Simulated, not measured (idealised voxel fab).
Process module heading - voxel wiring stack
Pictured: cross-section cut, 245 nm wide, on a grid of 5 nm square cells.
A cross-section in this document is a grid of square cells, and it is written down as bands, the top band listed before the ones below it; a band is made up of one or more rows of cells.
The entry gives the band's vertical extent as a top height and a bottom height in nm, then its horizontal make-up as materials from left to right, each with a width in nm. "empty" stands for empty space; a single material marked "edge to edge" fills the band edge to edge.
All heights in this document are referenced to 0, defined as the level beneath which the wafer, as received, consists entirely of one material. The lowest band is not bounded below; it extends indefinitely downward and is written in the form "0 and below".
So if you see something like "30->40" for the width, read it as the top row of the band sitting at the first number and the bottom row at the second, with every row in between moving by the same amount as the last.
Basically "no change" means that step didn't change any cell in the cross-section.
In the "Sealed voids" entry, you get each enclosed empty space of 8 cells or more, one with no open way to the top, written width x height at distance, distance from the left edge, in nm.
Anything after a step's settings on that line? It's the simulator's own note about the step.
A step line may carry the setting "overlay nm", which, for steps involving a mask, states the distance by which the mask lay to the right of its intended position; negative values denote displacement to the left.

THIS SECTION LISTS THE PROCESS STEPS THAT WERE PLANNED
step 1: RECEIVE: material Si
step 2: CONFORMAL_DEP: material SiO2, thk nm 15
step 3: DIRECTIONAL_DEP: material TiN, thk nm 5
step 4: DIRECTIONAL_DEP: material Ru, thk nm 15
step 5: DIRECTIONAL_DEP: material aC, thk nm 15
step 6: PATTERN: tone cover, mask id METAL_1, material resist, width nm 30, pitch nm 50, thk nm 30, overlay nm 0
step 7: DIRECTIONAL_ETCH: etch materials aC, depth nm 15
step 8: STRIP: etch materials resist
step 9: DIRECTIONAL_ETCH: etch materials Ru, depth nm 15
step 10: DIRECTIONAL_ETCH: etch materials TiN, depth nm 5
step 11: STRIP: etch materials aC
step 12: FILL_DEP: material SiO2, thk nm 5
step 13: CMP: height nm 35
step 14: CONFORMAL_DEP: material SiCN, thk nm 5
step 15: DIRECTIONAL_DEP: material lowk, thk nm 30
step 16: PATTERN: tone open, mask id METAL_2, material resist, width nm 30, pitch nm 50, thk nm 15, overlay nm 0
step 17: DIRECTIONAL_ETCH: etch materials lowk, depth nm 15
step 18: STRIP: etch materials resist
step 19: PATTERN: tone open, mask id METAL_2_HOLES, material resist, width nm 15, pitch nm 50, thk nm 15, overlay nm 0
step 20: DIRECTIONAL_ETCH: etch materials lowk, depth nm 15
step 21: DIRECTIONAL_ETCH: etch materials SiCN, depth nm 5
step 22: STRIP: etch materials resist
step 23: CONFORMAL_DEP: material TiN, thk nm 5
step 24: FILL_DEP: material Cu, thk nm 10
step 25: CMP: height nm 70
step 26: CONFORMAL_DEP: material SiCN, thk nm 5
step 27: DIRECTIONAL_DEP: material lowk, thk nm 30
step 28: PATTERN: tone open, mask id METAL_3, material resist, width nm 30, pitch nm 50, thk nm 20, overlay nm 0
step 29: DIRECTIONAL_ETCH: etch materials lowk, depth nm 15
step 30: STRIP: etch materials resist
step 31: PATTERN: tone open, mask id METAL_3_HOLES, material resist, width nm 15, thk nm 15, overlay nm 0
step 32: DIRECTIONAL_ETCH: etch materials lowk, depth nm 15
step 33: DIRECTIONAL_ETCH: etch materials SiCN, depth nm 5
step 34: STRIP: etch materials resist
step 35: CONFORMAL_DEP: material TiN, thk nm 5
step 36: FILL_DEP: material Cu, thk nm 10
step 37: CMP: height nm 105
step 38: CONFORMAL_DEP: material SiN, thk nm 5

FIRST WAFER, AS PLANNED

CROSS-SECTION OF THE INCOMING WAFER, STATE AFTER STEP 1
> 0 and below  Si edge to edge
> Sealed voids: none

SO THIS IS THE WAFER CROSS-SECTION RIGHT AFTER STEP 2
> 15 down to 0  SiO2 edge to edge
> Everything below 0 is unchanged.

SO THIS IS THE WAFER CROSS-SECTION RIGHT AFTER STEP 3
> 20 down to 15  TiN edge to edge
> Everything below 15 is unchanged.

SO THIS IS THE WAFER CROSS-SECTION RIGHT AFTER STEP 4
> 35 down to 20  Ru edge to edge
> Everything below 20 is unchanged.

SO THIS IS THE WAFER CROSS-SECTION RIGHT AFTER STEP 5
> 50 down to 35  aC edge to edge
> Everything below 35 is unchanged.

SO THIS IS THE WAFER CROSS-SECTION RIGHT AFTER STEP 6
> 80 down to 50  80 empty, 30 resist, 20 empty, 30 resist, 85 empty
> Everything below 50 is unchanged.

SO THIS IS THE WAFER CROSS-SECTION RIGHT AFTER STEP 7
> 65 down to 50  80 empty, 30 resist, 20 empty, 30 resist, 85 empty
> 50 down to 35  80 empty, 30 aC, 20 empty, 30 aC, 85 empty
> Everything below 35 is unchanged.

SO THIS IS THE WAFER CROSS-SECTION RIGHT AFTER STEP 8
> 50 down to 35  80 empty, 30 aC, 20 empty, 30 aC, 85 empty
> Everything below 35 is unchanged.

SO THIS IS THE WAFER CROSS-SECTION RIGHT AFTER STEP 9
> 50 down to 35  80 empty, 30 aC, 20 empty, 30 aC, 85 empty
> 35 down to 20  80 empty, 30 Ru, 20 empty, 30 Ru, 85 empty
> Everything below 20 is unchanged.

SO THIS IS THE WAFER CROSS-SECTION RIGHT AFTER STEP 10
> 50 down to 35  80 empty, 30 aC, 20 empty, 30 aC, 85 empty
> 35 down to 20  80 empty, 30 Ru, 20 empty, 30 Ru, 85 empty
> 20 down to 15  80 empty, 30 TiN, 20 empty, 30 TiN, 85 empty
> Everything below 15 is unchanged.

SO THIS IS THE WAFER CROSS-SECTION RIGHT AFTER STEP 11
> 35 down to 20  80 empty, 30 Ru, 20 empty, 30 Ru, 85 empty
> Everything below 20 is unchanged.

SO THIS IS THE WAFER CROSS-SECTION RIGHT AFTER STEP 12
> 40 down to 35  SiO2 edge to edge
> 35 down to 20  80 SiO2, 30 Ru, 20 SiO2, 30 Ru, 85 SiO2
> 20 down to 15  80 SiO2, 30 TiN, 20 SiO2, 30 TiN, 85 SiO2
> Everything below 15 is unchanged.

SO THIS IS THE WAFER CROSS-SECTION RIGHT AFTER STEP 13
> 35 down to 20  80 SiO2, 30 Ru, 20 SiO2, 30 Ru, 85 SiO2
> Everything below 20 is unchanged.

SO THIS IS THE WAFER CROSS-SECTION RIGHT AFTER STEP 14
> 40 down to 35  SiCN edge to edge
> Everything below 35 is unchanged.

SO THIS IS THE WAFER CROSS-SECTION RIGHT AFTER STEP 15
> 70 down to 40  lowk edge to edge
> Everything below 40 is unchanged.

SO THIS IS THE WAFER CROSS-SECTION RIGHT AFTER STEP 16
> 85 down to 70  80 resist, 30 empty, 20 resist, 30 empty, 85 resist
> Everything below 70 is unchanged.

SO THIS IS THE WAFER CROSS-SECTION RIGHT AFTER STEP 17
> 85 down to 70  80 resist, 30 empty, 20 resist, 30 empty, 85 resist
> 70 down to 55  80 lowk, 30 empty, 20 lowk, 30 empty, 85 lowk
> Everything below 55 is unchanged.

SO THIS IS THE WAFER CROSS-SECTION RIGHT AFTER STEP 18
> 70 down to 55  80 lowk, 30 empty, 20 lowk, 30 empty, 85 lowk
> Everything below 55 is unchanged.

SO THIS IS THE WAFER CROSS-SECTION RIGHT AFTER STEP 19
> 85 down to 70  80 resist, 15 empty, 35 resist, 15 empty, 100 resist
> 70 down to 55  80 lowk, 15 empty, 15 resist, 20 lowk, 15 empty, 15 resist, 85 lowk
> Everything below 55 is unchanged.

SO THIS IS THE WAFER CROSS-SECTION RIGHT AFTER STEP 20
> 85 down to 70  80 resist, 15 empty, 35 resist, 15 empty, 100 resist
> 70 down to 55  80 lowk, 15 empty, 15 resist, 20 lowk, 15 empty, 15 resist, 85 lowk
> 55 down to 40  80 lowk, 15 empty, 35 lowk, 15 empty, 100 lowk
> Everything below 40 is unchanged.

SO THIS IS THE WAFER CROSS-SECTION RIGHT AFTER STEP 21
> 85 down to 70  80 resist, 15 empty, 35 resist, 15 empty, 100 resist
> 70 down to 55  80 lowk, 15 empty, 15 resist, 20 lowk, 15 empty, 15 resist, 85 lowk
> 55 down to 40  80 lowk, 15 empty, 35 lowk, 15 empty, 100 lowk
> 40 down to 35  80 SiCN, 15 empty, 35 SiCN, 15 empty, 100 SiCN
> Everything below 35 is unchanged.

SO THIS IS THE WAFER CROSS-SECTION RIGHT AFTER STEP 22
> 70 down to 55  80 lowk, 30 empty, 20 lowk, 30 empty, 85 lowk
> Everything below 55 is unchanged.

SO THIS IS THE WAFER CROSS-SECTION RIGHT AFTER STEP 23
> 75 down to 70  85 TiN, 20 empty, 30 TiN, 20 empty, 90 TiN
> 70 down to 60  80 lowk, 5 TiN, 20 empty, 5 TiN, 20 lowk, 5 TiN, 20 empty, 5 TiN, 85 lowk
> 60 down to 55  80 lowk, 5 TiN, 5 empty, 20 TiN, 20 lowk, 5 TiN, 5 empty, 20 TiN, 85 lowk
> 55 down to 40  80 lowk, 5 TiN, 5 empty, 5 TiN, 35 lowk, 5 TiN, 5 empty, 5 TiN, 100 lowk
> 40 down to 35  80 SiCN, 15 TiN, 35 SiCN, 15 TiN, 100 SiCN
> Everything below 35 is unchanged.

SO THIS IS THE WAFER CROSS-SECTION RIGHT AFTER STEP 24
> 85 down to 75  Cu edge to edge
> 75 down to 70  85 TiN, 20 Cu, 30 TiN, 20 Cu, 90 TiN
> 70 down to 60  80 lowk, 5 TiN, 20 Cu, 5 TiN, 20 lowk, 5 TiN, 20 Cu, 5 TiN, 85 lowk
> 60 down to 55  80 lowk, 5 TiN, 5 Cu, 20 TiN, 20 lowk, 5 TiN, 5 Cu, 20 TiN, 85 lowk
> 55 down to 40  80 lowk, 5 TiN, 5 Cu, 5 TiN, 35 lowk, 5 TiN, 5 Cu, 5 TiN, 100 lowk
> Everything below 40 is unchanged.

SO THIS IS THE WAFER CROSS-SECTION RIGHT AFTER STEP 25
> 70 down to 60  80 lowk, 5 TiN, 20 Cu, 5 TiN, 20 lowk, 5 TiN, 20 Cu, 5 TiN, 85 lowk
> Everything below 60 is unchanged.

SO THIS IS THE WAFER CROSS-SECTION RIGHT AFTER STEP 26
> 75 down to 70  SiCN edge to edge
> Everything below 70 is unchanged.

SO THIS IS THE WAFER CROSS-SECTION RIGHT AFTER STEP 27
> 105 down to 75  lowk edge to edge
> Everything below 75 is unchanged.

SO THIS IS THE WAFER CROSS-SECTION RIGHT AFTER STEP 28
> 125 down to 105  80 resist, 30 empty, 20 resist, 30 empty, 85 resist
> Everything below 105 is unchanged.

SO THIS IS THE WAFER CROSS-SECTION RIGHT AFTER STEP 29
> 125 down to 105  80 resist, 30 empty, 20 resist, 30 empty, 85 resist
> 105 down to 90  80 lowk, 30 empty, 20 lowk, 30 empty, 85 lowk
> Everything below 90 is unchanged.

SO THIS IS THE WAFER CROSS-SECTION RIGHT AFTER STEP 30
> 105 down to 90  80 lowk, 30 empty, 20 lowk, 30 empty, 85 lowk
> Everything below 90 is unchanged.

SO THIS IS THE WAFER CROSS-SECTION RIGHT AFTER STEP 31
> 120 down to 105  80 resist, 15 empty, 150 resist
> 105 down to 90  80 lowk, 15 empty, 15 resist, 20 lowk, 30 resist, 85 lowk
> Everything below 90 is unchanged.

SO THIS IS THE WAFER CROSS-SECTION RIGHT AFTER STEP 32
> 120 down to 105  80 resist, 15 empty, 150 resist
> 105 down to 90  80 lowk, 15 empty, 15 resist, 20 lowk, 30 resist, 85 lowk
> 90 down to 75  80 lowk, 15 empty, 150 lowk
> Everything below 75 is unchanged.

SO THIS IS THE WAFER CROSS-SECTION RIGHT AFTER STEP 33
> 120 down to 105  80 resist, 15 empty, 150 resist
> 105 down to 90  80 lowk, 15 empty, 15 resist, 20 lowk, 30 resist, 85 lowk
> 90 down to 75  80 lowk, 15 empty, 150 lowk
> 75 down to 70  80 SiCN, 15 empty, 150 SiCN
> Everything below 70 is unchanged.

SO THIS IS THE WAFER CROSS-SECTION RIGHT AFTER STEP 34
> 105 down to 90  80 lowk, 30 empty, 20 lowk, 30 empty, 85 lowk
> Everything below 90 is unchanged.

SO THIS IS THE WAFER CROSS-SECTION RIGHT AFTER STEP 35
> 110 down to 105  85 TiN, 20 empty, 30 TiN, 20 empty, 90 TiN
> 105 down to 95  80 lowk, 5 TiN, 20 empty, 5 TiN, 20 lowk, 5 TiN, 20 empty, 5 TiN, 85 lowk
> 95 down to 90  80 lowk, 5 TiN, 5 empty, 20 TiN, 20 lowk, 30 TiN, 85 lowk
> 90 down to 75  80 lowk, 5 TiN, 5 empty, 5 TiN, 150 lowk
> 75 down to 70  80 SiCN, 15 TiN, 150 SiCN
> Everything below 70 is unchanged.

SO THIS IS THE WAFER CROSS-SECTION RIGHT AFTER STEP 36
> 120 down to 110  Cu edge to edge
> 110 down to 105  85 TiN, 20 Cu, 30 TiN, 20 Cu, 90 TiN
> 105 down to 95  80 lowk, 5 TiN, 20 Cu, 5 TiN, 20 lowk, 5 TiN, 20 Cu, 5 TiN, 85 lowk
> 95 down to 90  80 lowk, 5 TiN, 5 Cu, 20 TiN, 20 lowk, 30 TiN, 85 lowk
> 90 down to 75  80 lowk, 5 TiN, 5 Cu, 5 TiN, 150 lowk
> Everything below 75 is unchanged.

SO THIS IS THE WAFER CROSS-SECTION RIGHT AFTER STEP 37
> 105 down to 95  80 lowk, 5 TiN, 20 Cu, 5 TiN, 20 lowk, 5 TiN, 20 Cu, 5 TiN, 85 lowk
> Everything below 95 is unchanged.

SO THIS IS THE WAFER CROSS-SECTION RIGHT AFTER STEP 38
> 110 down to 105  SiN edge to edge
> Everything below 105 is unchanged.

SECOND WAFER: SAME START AND SAME PLAN AS THE FIRST, ONE EXECUTION ERROR; IDENTICAL TO THE FIRST THROUGH STEP 26

SECOND WAFER SHOWN IN CROSS-SECTION AT THE TIME STEP 27 WAS SLATED TO END
> 95 down to 75  80 resist, 30 empty, 20 resist, 30 empty, 85 resist
> Everything below 75 is unchanged.

SECOND WAFER SHOWN IN CROSS-SECTION AT THE TIME STEP 28 WAS SLATED TO END
> 125 down to 105  80 lowk, 30 empty, 20 lowk, 30 empty, 85 lowk
> 105 down to 95  lowk edge to edge
> 95 down to 75  80 resist, 30 lowk, 20 resist, 30 lowk, 85 resist
> Everything below 75 is unchanged.

SECOND WAFER SHOWN IN CROSS-SECTION AT THE TIME STEP 29 WAS SLATED TO END
> 110 down to 95  80 lowk, 30 empty, 20 lowk, 30 empty, 85 lowk
> 95 down to 90  80 resist, 30 empty, 20 resist, 30 empty, 85 resist
> Everything below 90 is unchanged.

SECOND WAFER SHOWN IN CROSS-SECTION AT THE TIME STEP 30 WAS SLATED TO END
> 90 down to 75  80 empty, 30 lowk, 20 empty, 30 lowk, 85 empty
> Everything below 75 is unchanged.

SECOND WAFER SHOWN IN CROSS-SECTION AT THE TIME STEP 31 WAS SLATED TO END
> 105 down to 90  80 resist, 15 empty, 150 resist
> 90 down to 75  80 resist, 30 lowk, 20 resist, 30 lowk, 85 resist
> Everything below 75 is unchanged.

SECOND WAFER SHOWN IN CROSS-SECTION AT THE TIME STEP 32 WAS SLATED TO END
> 105 down to 90  80 resist, 15 empty, 150 resist
> 90 down to 75  80 resist, 15 empty, 15 lowk, 20 resist, 30 lowk, 85 resist
> Everything below 75 is unchanged.

SECOND WAFER SHOWN IN CROSS-SECTION AT THE TIME STEP 33 WAS SLATED TO END
> 105 down to 90  80 resist, 15 empty, 150 resist
> 90 down to 75  80 resist, 15 empty, 15 lowk, 20 resist, 30 lowk, 85 resist
> 75 down to 70  80 SiCN, 15 empty, 150 SiCN
> Everything below 70 is unchanged.

SECOND WAFER SHOWN IN CROSS-SECTION AT THE TIME STEP 34 WAS SLATED TO END
> 90 down to 75  95 empty, 15 lowk, 20 empty, 30 lowk, 85 empty
> Everything below 75 is unchanged.

SECOND WAFER SHOWN IN CROSS-SECTION AT THE TIME STEP 35 WAS SLATED TO END
> 95 down to 90  90 empty, 25 TiN, 10 empty, 40 TiN, 80 empty
> 90 down to 80  90 empty, 5 TiN, 15 lowk, 5 TiN, 10 empty, 5 TiN, 30 lowk, 5 TiN, 80 empty
> 80 down to 75  85 TiN, 5 empty, 5 TiN, 15 lowk, 20 TiN, 30 lowk, 85 TiN
> 75 down to 70  80 SiCN, 15 TiN, 150 SiCN
> Everything below 70 is unchanged.

SECOND WAFER SHOWN IN CROSS-SECTION AT THE TIME STEP 36 WAS SLATED TO END
> 105 down to 95  Cu edge to edge
> 95 down to 90  90 Cu, 25 TiN, 10 Cu, 40 TiN, 80 Cu
> 90 down to 80  90 Cu, 5 TiN, 15 lowk, 5 TiN, 10 Cu, 5 TiN, 30 lowk, 5 TiN, 80 Cu
> 80 down to 75  85 TiN, 5 Cu, 5 TiN, 15 lowk, 20 TiN, 30 lowk, 85 TiN
> Everything below 75 is unchanged.

Second wafer shown in cross-section at the time step 37 was slated to end: no change

SECOND WAFER SHOWN IN CROSS-SECTION AT THE TIME STEP 38 WAS SLATED TO END
> 110 down to 105  SiN edge to edge
> Everything below 105 is unchanged.
what went wrong: steps 27 and 28 of the plan were run in the wrong order, each in the other's place
Looking at both finished wafers in cells, the second ends up ahead of or behind the first on some materials: Cu +187 | TiN +35 | lowk -222
